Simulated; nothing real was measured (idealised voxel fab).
Title: Process Module voxel gate over fins
Xsec cut, 265 nm wide, square cell size 5 nm.
Cross-section = grid of square cells, listed top down in bands; band = one or more rows.
For a band, the entry starts with two heights in nm, that of the top and then that of the bottom, and carries on with the band's materials in order from left to right, each alongside its width in nm; the word "all across" beside a single material means it fills the band edge to edge, and "empty" means empty space.
Heights are expressed relative to 0, this being the level below which the as-received wafer comprises one material exclusively. The lowest band is unbounded in the downward direction and is denoted as in "top 0, no bottom".
So if you see something like "30..40" for the width, read it as the top row of the band sitting at the first number and the bottom row at the second, with every row in between moving by the same amount as the last.
Step marked "same as before"? Then no cell in the cross-section changed in it.
Entry "Enclosed void catalog" = empty spaces >= 8 cells with no open way to the top; each as width x height at distance, distance from left edge, all nm.
Step line, after settings: the simulator's comment on this step.
The optional step-line setting "overlay nm" applies to steps with a mask and quantifies how far to the right of its planned location the mask lay, a negative value indicating leftward placement.

-- Steps in the process plan
step 1: RECEIVE | material Si
step 2: CONFORMAL_DEP | material SiN | thk nm 5
step 3: MASKED_ETCH | tone cover | mask id FINS | width nm 15 | pitch nm 60 | etch materials SiN | depth nm 5 | overlay nm 0
step 4: MASKED_ETCH | tone cover | mask id FINS | width nm 15 | pitch nm 60 | etch materials Si | depth nm 30 | overlay nm 0
step 5: OXIDIZE | depth nm 5
step 6: FILL_DEP | material SiO2 | thk nm 5
step 7: CMP | height nm 5
step 8: PATTERN | tone open | mask id RAIL | material resist | width nm 15 | thk nm 15 | overlay nm 0
step 9: DIRECTIONAL_ETCH | etch materials SiO2 | depth nm 30
step 10: STRIP | etch materials resist
step 11: CONFORMAL_DEP | material TiN | thk nm 5
step 12: FILL_DEP | material W | thk nm 5
step 13: CMP | height nm 5
step 14: SELECTIVE_ETCH | etch materials W Ru TiN | depth nm 25
step 15: FILL_DEP | material SiO2 | thk nm 5
step 16: CMP | height nm 5
step 17: SELECTIVE_ETCH | etch materials SiO2 | depth nm 15
step 18: STRIP | etch materials SiN
step 19: CONFORMAL_DEP | material HfO2 | thk nm 5
step 20: CONFORMAL_DEP | material TiN | thk nm 5
step 21: CONFORMAL_DEP | material TiAl | thk nm 5
step 22: CONFORMAL_DEP | material TiN | thk nm 5
step 23: FILL_DEP | material W | thk nm 10
step 24: CMP | height nm 25
step 25: CONFORMAL_DEP | material SiN | thk nm 5

-- Cross-sectional view of the wafer in its as-received condition, corresponding to the state after step 1
    top 0, no bottom | Si all across
    Enclosed void catalog: none

-- Result of the module, cross-sectioned: start per above, plan per above, one error in how it was run
    top 30, bottom 25 | SiN all across
    top 25, bottom 20 | W all across
    top 20, bottom 15 | 80 W / 45 TiN / 15 W / 45 TiN / 80 W
    top 15, bottom 10 | 80 W / 5 TiN / 35 TiAl / 5 TiN / 15 W / 5 TiN / 35 TiAl / 5 TiN / 80 W
    top 10, bottom 5 | 85 TiN / 5 TiAl / 25 TiN / 5 TiAl / 25 TiN / 5 TiAl / 25 TiN / 5 TiAl / 85 TiN
    top 5, bottom 0 | 90 TiAl / 5 TiN / 15 HfO2 / 5 TiN / 35 TiAl / 5 TiN / 15 HfO2 / 5 TiN / 90 TiAl
    top 0, bottom -5 | 95 TiN / 5 HfO2 / 5 Si / 5 HfO2 / 45 TiN / 5 HfO2 / 5 Si / 5 HfO2 / 95 TiN
    top -5, bottom -10 | 100 HfO2 / 5 Si / 55 HfO2 / 5 Si / 100 HfO2
    top -10, bottom -20 | 100 SiO2 / 5 Si / 25 SiO2 / 5 HfO2 / 25 SiO2 / 5 Si / 100 SiO2
    top -20, bottom -25 | 100 SiO2 / 5 Si / 20 SiO2 / 15 TiN / 20 SiO2 / 5 Si / 100 SiO2
    top -25, bottom -35 | 100 SiO2 / 5 Si / 55 SiO2 / 5 Si / 100 SiO2
    top -35, no bottom | Si all across
    Enclosed void catalog: none
Heads up, the wafer didn't run the way we planned it: step 12 ran as: FILL_DEP | material SiN | thk nm 5
